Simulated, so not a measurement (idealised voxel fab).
Module name: voxel tone inversion (process module)
Square cells of 5 nm make up the cross-section cut, whose width is 255 nm.
A cross-section is a grid of square cells, given in bands from the top down. A band is one or more rows of cells. The band entry comprises the height of the band's top followed by the height of its bottom, expressed in nm, and subsequently the band's materials from left to right, each stated together with its width in nm. Where a single material is marked with the word "everywhere", that material fills the band from edge to edge. The word "air" represents empty space. Ref level 0: as-received wafer is one material below here. Bottom band extends down with no lower bound ("0 nm and below"). The width entry "30..40" should be interpreted row by row: the top row of cells in the band takes the first number, the bottom row takes the second number, and the change between adjacent rows is uniform throughout. Given "no alterations made" for a step, no cell of the cross-section differs between before and after that step. Closed-off voids of 8+ cells (no open route to the top) go in "Fully enclosed voids", written width x height at distance from the left edge, in nm. Post-settings text on a step line: simulator's own remark regarding the step. overlay nm: right-of-plan distance of the mask on a masked step; negative values mean left-of-plan.

Planned step list for the process
step 1: RECEIVE,material Si
step 2: CONFORMAL_DEP,material SiN,thk nm 5
step 3: DIRECTIONAL_DEP,material polySi,thk nm 15
step 4: PATTERN,tone cover,mask id POSTS,material resist,width nm 25,pitch nm 40,thk nm 25,overlay nm 0
step 5: DIRECTIONAL_ETCH,etch materials polySi,depth nm 15
step 6: STRIP,etch materials resist
step 7: FILL_DEP,material lowk,thk nm 5
step 8: CMP,height nm 20
step 9: STRIP,etch materials polySi
step 10: CONFORMAL_DEP,material TiN,thk nm 5
step 11: FILL_DEP,material Cu,thk nm 10
step 12: CMP,height nm 20
step 13: CONFORMAL_DEP,material SiN,thk nm 5

First wafer of two (run as planned)

As received, after step 1
- 0 nm and below  Si everywhere
- Fully enclosed voids: none

Wafer xsec, post step 2
- 5 nm to 0 nm  SiN everywhere
- For the remainder of the cross-section, below 0, there is no change.

Wafer xsec, post step 3
- 20 nm to 5 nm  polySi everywhere
- For the remainder of the cross-section, below 5, there is no change.

Wafer xsec, post step 4
- 45 nm to 20 nm  95 air  25 resist  15 air  25 resist  95 air
- For the remainder of the cross-section, below 20, there is no change.

Wafer xsec, post step 5
- 45 nm to 20 nm  95 air  25 resist  15 air  25 resist  95 air
- 20 nm to 5 nm  95 air  25 polySi  15 air  25 polySi  95 air
- For the remainder of the cross-section, below 5, there is no change.

Wafer xsec, post step 6
- 20 nm to 5 nm  95 air  25 polySi  15 air  25 polySi  95 air
- For the remainder of the cross-section, below 5, there is no change.

Wafer xsec, post step 7
- 25 nm to 20 nm  lowk everywhere
- 20 nm to 5 nm  95 lowk  25 polySi  15 lowk  25 polySi  95 lowk
- For the remainder of the cross-section, below 5, there is no change.

Wafer xsec, post step 8
- 20 nm to 5 nm  95 lowk  25 polySi  15 lowk  25 polySi  95 lowk
- For the remainder of the cross-section, below 5, there is no change.

Wafer xsec, post step 9
- 20 nm to 5 nm  95 lowk  25 air  15 lowk  25 air  95 lowk
- For the remainder of the cross-section, below 5, there is no change.

Wafer xsec, post step 10
- 25 nm to 20 nm  100 TiN  15 air  25 TiN  15 air  100 TiN
- 20 nm to 10 nm  95 lowk  5 TiN  15 air  5 TiN  15 lowk  5 TiN  15 air  5 TiN  95 lowk
- 10 nm to 5 nm  95 lowk  25 TiN  15 lowk  25 TiN  95 lowk
- For the remainder of the cross-section, below 5, there is no change.

Wafer xsec, post step 11
- 35 nm to 25 nm  Cu everywhere
- 25 nm to 20 nm  100 TiN  15 Cu  25 TiN  15 Cu  100 TiN
- 20 nm to 10 nm  95 lowk  5 TiN  15 Cu  5 TiN  15 lowk  5 TiN  15 Cu  5 TiN  95 lowk
- For the remainder of the cross-section, below 10, there is no change.

Wafer xsec, post step 12
- 20 nm to 10 nm  95 lowk  5 TiN  15 Cu  5 TiN  15 lowk  5 TiN  15 Cu  5 TiN  95 lowk
- For the remainder of the cross-section, below 10, there is no change.

Wafer xsec, post step 13
- 25 nm to 20 nm  SiN everywhere
- For the remainder of the cross-section, below 20, there is no change.

Second wafer - shared start and plan with the first - one error in running - same as the first up to step 3 inclusive

Cross-section of the second wafer at the time step 4 of the plan should have ended
- 45 nm to 20 nm  95 resist  25 air  15 resist  25 air  95 resist
- For the remainder of the cross-section, below 20, there is no change.

Cross-section of the second wafer at the time step 5 of the plan should have ended
- 45 nm to 20 nm  95 resist  25 air  15 resist  25 air  95 resist
- 20 nm to 5 nm  95 polySi  25 air  15 polySi  25 air  95 polySi
- For the remainder of the cross-section, below 5, there is no change.

Cross-section of the second wafer at the time step 6 of the plan should have ended
- 20 nm to 5 nm  95 polySi  25 air  15 polySi  25 air  95 polySi
- For the remainder of the cross-section, below 5, there is no change.

Cross-section of the second wafer at the time step 7 of the plan should have ended
- 25 nm to 20 nm  lowk everywhere
- 20 nm to 5 nm  95 polySi  25 lowk  15 polySi  25 lowk  95 polySi
- For the remainder of the cross-section, below 5, there is no change.

Cross-section of the second wafer at the time step 8 of the plan should have ended
- 20 nm to 5 nm  95 polySi  25 lowk  15 polySi  25 lowk  95 polySi
- For the remainder of the cross-section, below 5, there is no change.

Cross-section of the second wafer at the time step 9 of the plan should have ended
- 20 nm to 5 nm  95 air  25 lowk  15 air  25 lowk  95 air
- For the remainder of the cross-section, below 5, there is no change.

Cross-section of the second wafer at the time step 10 of the plan should have ended
- 25 nm to 20 nm  90 air  35 TiN  5 air  35 TiN  90 air
- 20 nm to 10 nm  90 air  5 TiN  25 lowk  5 TiN  5 air  5 TiN  25 lowk  5 TiN  90 air
- 10 nm to 5 nm  95 TiN  25 lowk  15 TiN  25 lowk  95 TiN
- For the remainder of the cross-section, below 5, there is no change.

Cross-section of the second wafer at the time step 11 of the plan should have ended
- 35 nm to 25 nm  Cu everywhere
- 25 nm to 20 nm  90 Cu  35 TiN  5 Cu  35 TiN  90 Cu
- 20 nm to 10 nm  90 Cu  5 TiN  25 lowk  5 TiN  5 Cu  5 TiN  25 lowk  5 TiN  90 Cu
- For the remainder of the cross-section, below 10, there is no change.

Cross-section of the second wafer at the time step 12 of the plan should have ended
- 20 nm to 10 nm  90 Cu  5 TiN  25 lowk  5 TiN  5 Cu  5 TiN  25 lowk  5 TiN  90 Cu
- For the remainder of the cross-section, below 10, there is no change.

Cross-section of the second wafer at the time step 13 of the plan should have ended
- 25 nm to 20 nm  SiN everywhere
- For the remainder of the cross-section, below 20, there is no change.
Where did the run depart from the plan? off-plan run, step 4, actual operation and settings PATTERN,tone open,mask id POSTS,material resist,width nm 25,pitch nm 40,thk nm 25,overlay nm 0
Per the end-of-run cell counts, the second wafer holds more or fewer of some materials than the first: Cu: 62 more, TiN: 31 more, lowk: 93 fewer
